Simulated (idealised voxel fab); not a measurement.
Name of the process module below: voxel self aligned vias
The cross-section shown here is cut; it is 200 nm wide and divided into square cells measuring 5 nm on a side.
We lay out every cross-section as a grid of square cells and spell it out in bands from the top down, where one band means one or more rows of cells.
The entry gives the band's vertical extent as a top height and a bottom height in nm, then its horizontal make-up as materials from left to right, each with a width in nm. "empty" stands for empty space; a single material marked "all across" fills the band edge to edge.
The reference from which all heights are counted is 0, the level beneath which the as-received wafer is entirely one material; the lowest band, having no lower bound, proceeds downward and is written after the example "0 and below".
It should be noted that a width expressed as "30 to 40" varies in equal increments from row to row of cells within the band, taking the value of the first number at the top row and that of the second number at the bottom row.
Basically "remains unaltered" means that step didn't change any cell in the cross-section.
"Sealed cavities" specifies each empty space that is not open to the top and that occupies no fewer than 8 cells, using the form width x height at distance, the distance measured from the left edge and all three quantities in nm.
Read whatever lies past the settings on a step's line as the simulator's own remark about the step.
"overlay nm", when on a step's line for a step with a mask, measures how far to the right of its planned place the mask lay; a negative measure means to the left.

## Process steps - plan
1) RECEIVE,material Si
2) CONFORMAL_DEP,material SiO2,thk nm 15
3) CONFORMAL_DEP,material SiCN,thk nm 5
4) DIRECTIONAL_DEP,material SiO2,thk nm 20
5) DIRECTIONAL_DEP,material aC,thk nm 10
6) PATTERN,tone open,mask id LINES,material resist,width nm 20,pitch nm 70,thk nm 25,overlay nm 0
7) DIRECTIONAL_ETCH,etch materials aC,depth nm 10
8) STRIP,etch materials resist
9) DIRECTIONAL_ETCH,etch materials SiO2,depth nm 20
10) STRIP,etch materials aC
11) CONFORMAL_DEP,material TiN,thk nm 5
12) FILL_DEP,material Ru,thk nm 10
13) CMP,height nm 40
14) SELECTIVE_ETCH,etch materials W Ru TiN,depth nm 5
15) FILL_DEP,material SiN,thk nm 10
16) CMP,height nm 40
17) DIRECTIONAL_DEP,material SiO2,thk nm 15
18) MASKED_ETCH,tone open,mask id VIAS,width nm 40,etch materials SiO2,depth nm 15,overlay nm 0
19) MASKED_ETCH,tone open,mask id VIAS,width nm 40,etch materials SiN,depth nm 5,overlay nm 0
20) CONFORMAL_DEP,material TiN,thk nm 5
21) FILL_DEP,material Cu,thk nm 10
22) CMP,height nm 55
23) CONFORMAL_DEP,material SiCN,thk nm 5

## First out of two wafers; run went to plan

## as received, after step 1
- 0 and below: Si all across
- Sealed cavities: none

## Wafer after step 2 (cross-section)
- 15 down to 0: SiO2 all across
- Beneath the level 0, the cross-section is identical to its previous state.

## Wafer after step 3 (cross-section)
- 20 down to 15: SiCN all across
- Beneath the level 15, the cross-section is identical to its previous state.

## Wafer after step 4 (cross-section)
- 40 down to 20: SiO2 all across
- Beneath the level 20, the cross-section is identical to its previous state.

## Wafer after step 5 (cross-section)
- 50 down to 40: aC all across
- Beneath the level 40, the cross-section is identical to its previous state.

## Wafer after step 6 (cross-section)
- 75 down to 50: resist=55 / empty=20 / resist=50 / empty=20 / resist=55
- Beneath the level 50, the cross-section is identical to its previous state.

## Wafer after step 7 (cross-section)
- 65 down to 50: resist=55 / empty=20 / resist=50 / empty=20 / resist=55
- 50 down to 40: aC=55 / empty=20 / aC=50 / empty=20 / aC=55
- Beneath the level 40, the cross-section is identical to its previous state.

## Wafer after step 8 (cross-section)
- 50 down to 40: aC=55 / empty=20 / aC=50 / empty=20 / aC=55
- Beneath the level 40, the cross-section is identical to its previous state.

## Wafer after step 9 (cross-section)
- 50 down to 40: aC=55 / empty=20 / aC=50 / empty=20 / aC=55
- 40 down to 20: SiO2=55 / empty=20 / SiO2=50 / empty=20 / SiO2=55
- Beneath the level 20, the cross-section is identical to its previous state.

## Wafer after step 10 (cross-section)
- 40 down to 20: SiO2=55 / empty=20 / SiO2=50 / empty=20 / SiO2=55
- Beneath the level 20, the cross-section is identical to its previous state.

## Wafer after step 11 (cross-section)
- 45 down to 40: TiN=60 / empty=10 / TiN=60 / empty=10 / TiN=60
- 40 down to 25: SiO2=55 / TiN=5 / empty=10 / TiN=5 / SiO2=50 / TiN=5 / empty=10 / TiN=5 / SiO2=55
- 25 down to 20: SiO2=55 / TiN=20 / SiO2=50 / TiN=20 / SiO2=55
- Beneath the level 20, the cross-section is identical to its previous state.

## Wafer after step 12 (cross-section)
- 55 down to 45: Ru all across
- 45 down to 40: TiN=60 / Ru=10 / TiN=60 / Ru=10 / TiN=60
- 40 down to 25: SiO2=55 / TiN=5 / Ru=10 / TiN=5 / SiO2=50 / TiN=5 / Ru=10 / TiN=5 / SiO2=55
- Beneath the level 25, the cross-section is identical to its previous state.

## Wafer after step 13 (cross-section)
- 40 down to 25: SiO2=55 / TiN=5 / Ru=10 / TiN=5 / SiO2=50 / TiN=5 / Ru=10 / TiN=5 / SiO2=55
- Beneath the level 25, the cross-section is identical to its previous state.

## Wafer after step 14 (cross-section)
- 40 down to 35: SiO2=55 / empty=20 / SiO2=50 / empty=20 / SiO2=55
- Beneath the level 35, the cross-section is identical to its previous state.

## Wafer after step 15 (cross-section)
- 50 down to 40: SiN all across
- 40 down to 35: SiO2=55 / SiN=20 / SiO2=50 / SiN=20 / SiO2=55
- Beneath the level 35, the cross-section is identical to its previous state.

## Wafer after step 16 (cross-section)
- 40 down to 35: SiO2=55 / SiN=20 / SiO2=50 / SiN=20 / SiO2=55
- Beneath the level 35, the cross-section is identical to its previous state.

## Wafer after step 17 (cross-section)
- 55 down to 40: SiO2 all across
- Beneath the level 40, the cross-section is identical to its previous state.

## Wafer after step 18 (cross-section)
- 55 down to 40: SiO2=45 / empty=40 / SiO2=115
- Beneath the level 40, the cross-section is identical to its previous state.

## Wafer after step 19 (cross-section)
- 55 down to 40: SiO2=45 / empty=40 / SiO2=115
- 40 down to 35: SiO2=55 / empty=20 / SiO2=50 / SiN=20 / SiO2=55
- Beneath the level 35, the cross-section is identical to its previous state.

## Wafer after step 20 (cross-section)
- 60 down to 55: TiN=50 / empty=30 / TiN=120
- 55 down to 45: SiO2=45 / TiN=5 / empty=30 / TiN=5 / SiO2=115
- 45 down to 40: SiO2=45 / TiN=15 / empty=10 / TiN=15 / SiO2=115
- 40 down to 35: SiO2=55 / TiN=20 / SiO2=50 / SiN=20 / SiO2=55
- Beneath the level 35, the cross-section is identical to its previous state.

## Wafer after step 21 (cross-section)
- 70 down to 60: Cu all across
- 60 down to 55: TiN=50 / Cu=30 / TiN=120
- 55 down to 45: SiO2=45 / TiN=5 / Cu=30 / TiN=5 / SiO2=115
- 45 down to 40: SiO2=45 / TiN=15 / Cu=10 / TiN=15 / SiO2=115
- Beneath the level 40, the cross-section is identical to its previous state.

## Wafer after step 22 (cross-section)
- 55 down to 45: SiO2=45 / TiN=5 / Cu=30 / TiN=5 / SiO2=115
- Beneath the level 45, the cross-section is identical to its previous state.

## Wafer after step 23 (cross-section)
- 60 down to 55: SiCN all across
- Beneath the level 55, the cross-section is identical to its previous state.

## Second wafer, same starting state and plan as the first, one mistake in the run, identical through step 1

## The second wafer cut through, at the time step 2 was supposed to be finished
- 30 down to 0: SiO2 all across
- Beneath the level 0, the cross-section is identical to its previous state.

## The second wafer cut through, at the time step 3 was supposed to be finished
- 35 down to 30: SiCN all across
- Beneath the level 30, the cross-section is identical to its previous state.

## The second wafer cut through, at the time step 4 was supposed to be finished
- 55 down to 35: SiO2 all across
- Beneath the level 35, the cross-section is identical to its previous state.

## The second wafer cut through, at the time step 5 was supposed to be finished
- 65 down to 55: aC all across
- Beneath the level 55, the cross-section is identical to its previous state.

## The second wafer cut through, at the time step 6 was supposed to be finished
- 90 down to 65: resist=55 / empty=20 / resist=50 / empty=20 / resist=55
- Beneath the level 65, the cross-section is identical to its previous state.

## The second wafer cut through, at the time step 7 was supposed to be finished
- 80 down to 65: resist=55 / empty=20 / resist=50 / empty=20 / resist=55
- 65 down to 55: aC=55 / empty=20 / aC=50 / empty=20 / aC=55
- Beneath the level 55, the cross-section is identical to its previous state.

## The second wafer cut through, at the time step 8 was supposed to be finished
- 65 down to 55: aC=55 / empty=20 / aC=50 / empty=20 / aC=55
- Beneath the level 55, the cross-section is identical to its previous state.

## The second wafer cut through, at the time step 9 was supposed to be finished
- 65 down to 55: aC=55 / empty=20 / aC=50 / empty=20 / aC=55
- 55 down to 35: SiO2=55 / empty=20 / SiO2=50 / empty=20 / SiO2=55
- Beneath the level 35, the cross-section is identical to its previous state.

## The second wafer cut through, at the time step 10 was supposed to be finished
- 55 down to 35: SiO2=55 / empty=20 / SiO2=50 / empty=20 / SiO2=55
- Beneath the level 35, the cross-section is identical to its previous state.

## The second wafer cut through, at the time step 11 was supposed to be finished
- 60 down to 55: TiN=60 / empty=10 / TiN=60 / empty=10 / TiN=60
- 55 down to 40: SiO2=55 / TiN=5 / empty=10 / TiN=5 / SiO2=50 / TiN=5 / empty=10 / TiN=5 / SiO2=55
- 40 down to 35: SiO2=55 / TiN=20 / SiO2=50 / TiN=20 / SiO2=55
- Beneath the level 35, the cross-section is identical to its previous state.

## The second wafer cut through, at the time step 12 was supposed to be finished
- 70 down to 60: Ru all across
- 60 down to 55: TiN=60 / Ru=10 / TiN=60 / Ru=10 / TiN=60
- 55 down to 40: SiO2=55 / TiN=5 / Ru=10 / TiN=5 / SiO2=50 / TiN=5 / Ru=10 / TiN=5 / SiO2=55
- Beneath the level 40, the cross-section is identical to its previous state.

## The second wafer cut through, at the time step 13 was supposed to be finished
- 40 down to 35: SiO2=55 / TiN=20 / SiO2=50 / TiN=20 / SiO2=55
- Beneath the level 35, the cross-section is identical to its previous state.

## The second wafer cut through, at the time step 14 was supposed to be finished
- 40 down to 35: SiO2=55 / empty=20 / SiO2=50 / empty=20 / SiO2=55
- Beneath the level 35, the cross-section is identical to its previous state.

## The second wafer cut through, at the time step 15 was supposed to be finished
- 50 down to 40: SiN all across
- 40 down to 35: SiO2=55 / SiN=20 / SiO2=50 / SiN=20 / SiO2=55
- Beneath the level 35, the cross-section is identical to its previous state.

## The second wafer cut through, at the time step 16 was supposed to be finished
- 40 down to 35: SiO2=55 / SiN=20 / SiO2=50 / SiN=20 / SiO2=55
- Beneath the level 35, the cross-section is identical to its previous state.

## The second wafer cut through, at the time step 17 was supposed to be finished
- 55 down to 40: SiO2 all across
- Beneath the level 40, the cross-section is identical to its previous state.

## The second wafer cut through, at the time step 18 was supposed to be finished
- 55 down to 40: SiO2=45 / empty=40 / SiO2=115
- Beneath the level 40, the cross-section is identical to its previous state.

## The second wafer cut through, at the time step 19 was supposed to be finished
- 55 down to 40: SiO2=45 / empty=40 / SiO2=115
- 40 down to 35: SiO2=55 / empty=20 / SiO2=50 / SiN=20 / SiO2=55
- Beneath the level 35, the cross-section is identical to its previous state.

## The second wafer cut through, at the time step 20 was supposed to be finished
- 60 down to 55: TiN=50 / empty=30 / TiN=120
- 55 down to 45: SiO2=45 / TiN=5 / empty=30 / TiN=5 / SiO2=115
- 45 down to 40: SiO2=45 / TiN=15 / empty=10 / TiN=15 / SiO2=115
- 40 down to 35: SiO2=55 / TiN=20 / SiO2=50 / SiN=20 / SiO2=55
- Beneath the level 35, the cross-section is identical to its previous state.

## The second wafer cut through, at the time step 21 was supposed to be finished
- 70 down to 60: Cu all across
- 60 down to 55: TiN=50 / Cu=30 / TiN=120
- 55 down to 45: SiO2=45 / TiN=5 / Cu=30 / TiN=5 / SiO2=115
- 45 down to 40: SiO2=45 / TiN=15 / Cu=10 / TiN=15 / SiO2=115
- Beneath the level 40, the cross-section is identical to its previous state.

## The second wafer cut through, at the time step 22 was supposed to be finished
- 55 down to 45: SiO2=45 / TiN=5 / Cu=30 / TiN=5 / SiO2=115
- Beneath the level 45, the cross-section is identical to its previous state.

## The second wafer cut through, at the time step 23 was supposed to be finished
- 60 down to 55: SiCN all across
- Beneath the level 55, the cross-section is identical to its previous state.
Nonconformance to the process plan: step 2, plan: ran twice
In the final state, the cell counts of the second wafer exceed or fall short of those of the first for the following materials: 8 fewer of Ru | 24 more of SiO2 | 16 fewer of TiN
